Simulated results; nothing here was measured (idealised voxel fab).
The document below concerns the process module designated voxel trench capacitor.
It is cross-section cut that appears here, measuring 260 nm in width, its square cells being 5 nm in size.
In this document a cross-section is written as a grid of square cells. It is given as a series of bands, listed from the top down, and a band is one or more rows of cells. Band entry format. Leading values: height of top, height of bottom, nm. Remainder: materials in left-to-right order, each with its width in nm. Special words: "edge to edge" on a single material, which then fills the band edge to edge; "empty", empty space. Height is counted from the level 0, under which the received wafer is composed throughout of one material. The lowest of the bands is not closed at the bottom but continues downward, in the notation "0 and below". Think of "30..40" as a width that walks from the first number to the second as you go down the band, top row to bottom row, taking equal-sized steps from row to row. "all unchanged" (step): cross-section cells unchanged, all of them. Enclosed voids (no open way to top), threshold 8 cells or more, entry "Closed void listing", notation width x height at distance, distance from left edge, nm. What comes after the settings on a step's line is commentary from the simulator itself on that step. Among the settings permitted on a step's line is "overlay nm"; applied to a step with a mask, it specifies the extent to which the mask lay to the right of its planned position, whereas a negative figure signifies a position to the left.
## This section lists the process steps that were planned
1. RECEIVE [material Si]
2. CONFORMAL_DEP [material SiN] [thk nm 5]
3. MASKED_ETCH [tone open] [mask id TRENCH] [width nm 30] [pitch nm 45] [etch materials SiN] [depth nm 5] [overlay nm 0]
4. MASKED_ETCH [tone open] [mask id TRENCH] [width nm 30] [pitch nm 45] [etch materials Si] [depth nm 40] [overlay nm 0]
5. CONFORMAL_DEP [material Al2O3] [thk nm 5]
6. CONFORMAL_DEP [material TiN] [thk nm 5]
7. FILL_DEP [material W] [thk nm 5]
8. CMP [height nm 5]
## Cross-sectional view of the wafer in its as-received condition, corresponding to the state after step 1
	0 and below  Si edge to edge
	Closed void listing: none
## Cross-section taken at module completion on the first of two wafers; processed per the plan
	5 down to 0  70 of SiN, then 5 of Al2O3, then 5 of TiN, then 10 of W, then 5 of TiN, then 5 of Al2O3, then 15 of SiN, then 5 of Al2O3, then 5 of TiN, then 10 of W, then 5 of TiN, then 5 of Al2O3, then 15 of SiN, then 5 of Al2O3, then 5 of TiN, then 10 of W, then 5 of TiN, then 5 of Al2O3, then 70 of SiN
	0 down to -30  70 of Si, then 5 of Al2O3, then 5 of TiN, then 10 of W, then 5 of TiN, then 5 of Al2O3, then 15 of Si, then 5 of Al2O3, then 5 of TiN, then 10 of W, then 5 of TiN, then 5 of Al2O3, then 15 of Si, then 5 of Al2O3, then 5 of TiN, then 10 of W, then 5 of TiN, then 5 of Al2O3, then 70 of Si
	-30 down to -35  70 of Si, then 5 of Al2O3, then 20 of TiN, then 5 of Al2O3, then 15 of Si, then 5 of Al2O3, then 20 of TiN, then 5 of Al2O3, then 15 of Si, then 5 of Al2O3, then 20 of TiN, then 5 of Al2O3, then 70 of Si
	-35 down to -40  70 of Si, then 30 of Al2O3, then 15 of Si, then 30 of Al2O3, then 15 of Si, then 30 of Al2O3, then 70 of Si
	-40 and below  Si edge to edge
	Closed void listing: none
## So this is wafer number two of the two, cut at the end of the module - it started where the first did and had the same plan, we just got one thing wrong running it
	5 down to 0  70 of SiN, then 5 of Al2O3, then 5 of TiN, then 10 of W, then 5 of TiN, then 5 of Al2O3, then 15 of SiN, then 5 of Al2O3, then 5 of TiN, then 10 of W, then 5 of TiN, then 5 of Al2O3, then 15 of SiN, then 5 of Al2O3, then 5 of TiN, then 10 of W, then 5 of TiN, then 5 of Al2O3, then 70 of SiN
	0 down to -20  70 of Si, then 5 of Al2O3, then 5 of TiN, then 10 of W, then 5 of TiN, then 5 of Al2O3, then 15 of Si, then 5 of Al2O3, then 5 of TiN, then 10 of W, then 5 of TiN, then 5 of Al2O3, then 15 of Si, then 5 of Al2O3, then 5 of TiN, then 10 of W, then 5 of TiN, then 5 of Al2O3, then 70 of Si
	-20 down to -25  70 of Si, then 5 of Al2O3, then 20 of TiN, then 5 of Al2O3, then 15 of Si, then 5 of Al2O3, then 20 of TiN, then 5 of Al2O3, then 15 of Si, then 5 of Al2O3, then 20 of TiN, then 5 of Al2O3, then 70 of Si
	-25 down to -30  70 of Si, then 30 of Al2O3, then 15 of Si, then 30 of Al2O3, then 15 of Si, then 30 of Al2O3, then 70 of Si
	-30 and below  Si edge to edge
	Closed void listing: none
Heads up, the wafer didn't run the way we planned it: note that step 4 departed from the planned setting and was carried out as MASKED_ETCH [tone open] [mask id TRENCH] [width nm 30] [pitch nm 45] [etch materials Si] [depth nm 30] [overlay nm 0]
End of process, cell counts, second wafer against first, materials with more or fewer: -12 Al2O3 | +36 Si | -12 TiN | -12 W
